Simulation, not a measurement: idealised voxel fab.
process module | voxel transistor to metal
cross-section cut | 210 nm wide | cells 5 nm
A cross-section is a grid of square cells, given in bands from the top down. A band is one or more rows of cells.
Each band's line starts with the height of the band's top and of its bottom, in nm. Then come its materials from left to right, each with its width in nm. One material with "throughout" fills the band from edge to edge. "air" is empty space.
Height 0 is the level under which the wafer as received is all one material. The lowest band goes on downwards, as in "0 down".
A width such as "30 to 40" changes by the same amount from each row of cells to the next, from the band's top row to its bottom row.
"no change" after a step means that no cell of the cross-section changed.
closed voids: empty space of 8 cells or more with no open way to the top, each as width x height at its distance from the left edge, in nm
after a step's settings: what the simulator itself notes on the step
overlay nm, on a step with a mask: how far to the right of its planned place the mask lay; to the left if negative
plan
1 op RECEIVE | material Si
2 op OXIDIZE | depth nm 5
3 op CONFORMAL_DEP | material SiN | thk nm 15
4 op MASKED_ETCH | tone cover | mask id ACTIVE | width nm 115 | etch materials SiN | depth nm 15 | overlay nm 0
5 op MASKED_ETCH | tone cover | mask id ACTIVE | width nm 115 | etch materials SiO2 | depth nm 5 | overlay nm 0
6 op MASKED_ETCH | tone cover | mask id ACTIVE | width nm 115 | etch materials Si | depth nm 25 | overlay nm 0
7 op OXIDIZE | depth nm 5
8 op FILL_DEP | material SiO2 | thk nm 15
9 op CMP | height nm 15
10 op SELECTIVE_ETCH | etch materials SiO2 | depth nm 10
11 op STRIP | etch materials SiN
12 op SELECTIVE_ETCH | etch materials SiO2 | depth nm 5
13 op OXIDIZE | depth nm 5
14 op DIRECTIONAL_DEP | material polySi | thk nm 25
15 op DIRECTIONAL_DEP | material SiCN | thk nm 10
16 op DIRECTIONAL_DEP | material aC | thk nm 10
17 op PATTERN | tone cover | mask id GATE | material resist | width nm 15 | thk nm 25 | overlay nm 0
18 op DIRECTIONAL_ETCH | etch materials aC | depth nm 10
19 op STRIP | etch materials resist
20 op DIRECTIONAL_ETCH | etch materials SiCN | depth nm 20
21 op DIRECTIONAL_ETCH | etch materials polySi | depth nm 35
22 op STRIP | etch materials aC
23 op CONFORMAL_DEP | material SiN | thk nm 10
24 op DIRECTIONAL_ETCH | etch materials SiN | depth nm 10
25 op DIRECTIONAL_ETCH | etch materials SiO2 | depth nm 5
26 op DIRECTIONAL_ETCH | etch materials Si | depth nm 10
27 op EPI | material nSi | thk nm 15
28 op FILL_DEP | material SiO2 | thk nm 5
29 op CMP | height nm 30
30 op DIRECTIONAL_DEP | material SiO2 | thk nm 15
31 op DIRECTIONAL_DEP | material aC | thk nm 10
32 op PATTERN | tone open | mask id CONTACT | material resist | width nm 20 | pitch nm 75 | thk nm 30 | overlay nm 0
33 op DIRECTIONAL_ETCH | etch materials aC | depth nm 5
34 op STRIP | etch materials resist
35 op DIRECTIONAL_ETCH | etch materials SiO2 | depth nm 50
36 op STRIP | etch materials aC
37 op CONFORMAL_DEP | material TiN | thk nm 5
38 op FILL_DEP | material W | thk nm 5
39 op CMP | height nm 45
40 op CONFORMAL_DEP | material SiCN | thk nm 5
41 op DIRECTIONAL_DEP | material lowk | thk nm 25
42 op PATTERN | tone open | mask id METAL_1 | material resist | width nm 20 | pitch nm 75 | thk nm 15 | overlay nm 0
43 op DIRECTIONAL_ETCH | etch materials lowk | depth nm 25
44 op DIRECTIONAL_ETCH | etch materials SiCN | depth nm 5
45 op STRIP | etch materials resist
46 op CONFORMAL_DEP | material TiN | thk nm 5
47 op FILL_DEP | material Ru | thk nm 10
48 op CMP | height nm 75
49 op CONFORMAL_DEP | material SiN | thk nm 5
varied across the wafers: depth nm of step 33. The plan shows the first wafer's value. All wafers start alike
first wafer as received, after step 1
  0 down: Si throughout
  closed voids: none
first wafer at the end, after step 49
  80 to 75: SiN throughout
  75 to 50: lowk 55 | TiN 5 | Ru 10 | TiN 5 | lowk 55 | TiN 5 | Ru 10 | TiN 5 | lowk 60
  50 to 45: SiCN 55 | TiN 20 | SiCN 55 | TiN 20 | SiCN 60
  45 to 30: SiO2 throughout
  30 to 20: SiO2 85 | SiN 10 | SiCN 15 | SiN 10 | SiO2 90
  20 to 5: SiO2 85 | SiN 10 | polySi 15 | SiN 10 | SiO2 90
  5 to 0: SiO2 70 | nSi 15 | SiN 10 | polySi 15 | SiN 10 | nSi 15 | SiO2 75
  0 to -5: SiO2 40 | SiN 10 | SiO2 20 | nSi 15 | SiN 10 | polySi 15 | SiN 10 | nSi 15 | SiO2 20 | SiN 10 | SiO2 45
  -5 to -10: SiO2 50 | nSi 35 | SiO2 35 | nSi 35 | SiO2 55
  -10 to -20: SiO2 50 | nSi 35 | Si 35 | nSi 35 | SiO2 55
  -20 to -35: SiO2 50 | Si 105 | SiO2 55
  -35 down: Si throughout
  closed voids: none
last wafer at the end
  80 to 75: SiN throughout
  75 to 50: lowk 55 | TiN 5 | Ru 10 | TiN 5 | lowk 55 | TiN 5 | Ru 10 | TiN 5 | lowk 60
  50 to 45: SiCN 55 | TiN 20 | SiCN 55 | TiN 20 | SiCN 60
  45 to 30: SiO2 55 | TiN 5 | W 10 | TiN 5 | SiO2 55 | TiN 5 | W 10 | TiN 5 | SiO2 60
  30 to 20: SiO2 55 | TiN 5 | W 10 | TiN 5 | SiO2 10 | SiN 10 | SiCN 15 | SiN 10 | SiO2 10 | TiN 5 | W 10 | TiN 5 | SiO2 60
  20 to 10: SiO2 55 | TiN 5 | W 10 | TiN 5 | SiO2 10 | SiN 10 | polySi 15 | SiN 10 | SiO2 10 | TiN 5 | W 10 | TiN 5 | SiO2 60
  10 to 5: SiO2 55 | TiN 5 | W 5 | TiN 10 | SiO2 10 | SiN 10 | polySi 15 | SiN 10 | SiO2 10 | TiN 10 | W 5 | TiN 5 | SiO2 60
  5 to 0: SiO2 55 | TiN 5 | W 5 | TiN 5 | nSi 15 | SiN 10 | polySi 15 | SiN 10 | nSi 15 | TiN 5 | W 5 | TiN 5 | SiO2 60
  0 to -5: SiO2 40 | SiN 10 | SiO2 5 | TiN 15 | nSi 15 | SiN 10 | polySi 15 | SiN 10 | nSi 15 | TiN 15 | SiO2 5 | SiN 10 | SiO2 45
  -5 to -10: SiO2 50 | nSi 35 | SiO2 35 | nSi 35 | SiO2 55
  -10 to -20: SiO2 50 | nSi 35 | Si 35 | nSi 35 | SiO2 55
  -20 to -35: SiO2 50 | Si 105 | SiO2 55
  -35 down: Si throughout
  closed voids: none
each wafer at the end: cells of each material gained (+) or lost (-) since it was received, then its closed voids
depth nm 5 | +20 Ru | -217 Si | +40 SiCN | +74 SiN | +488 SiO2 | +28 TiN | +170 lowk | +54 nSi | +15 polySi | closed voids: none
depth nm 10 | +20 Ru | -217 Si | +40 SiCN | +74 SiN | +412 SiO2 | +72 TiN | +32 W | +170 lowk | +54 nSi | +15 polySi | closed voids: none
depth nm 15 | +20 Ru | -217 Si | +40 SiCN | +74 SiN | +412 SiO2 | +72 TiN | +32 W | +170 lowk | +54 nSi | +15 polySi | closed voids: none
depth nm 20 | +20 Ru | -217 Si | +40 SiCN | +74 SiN | +412 SiO2 | +72 TiN | +32 W | +170 lowk | +54 nSi | +15 polySi | closed voids: none
depth nm 25 | +20 Ru | -217 Si | +40 SiCN | +74 SiN | +412 SiO2 | +72 TiN | +32 W | +170 lowk | +54 nSi | +15 polySi | closed voids: none
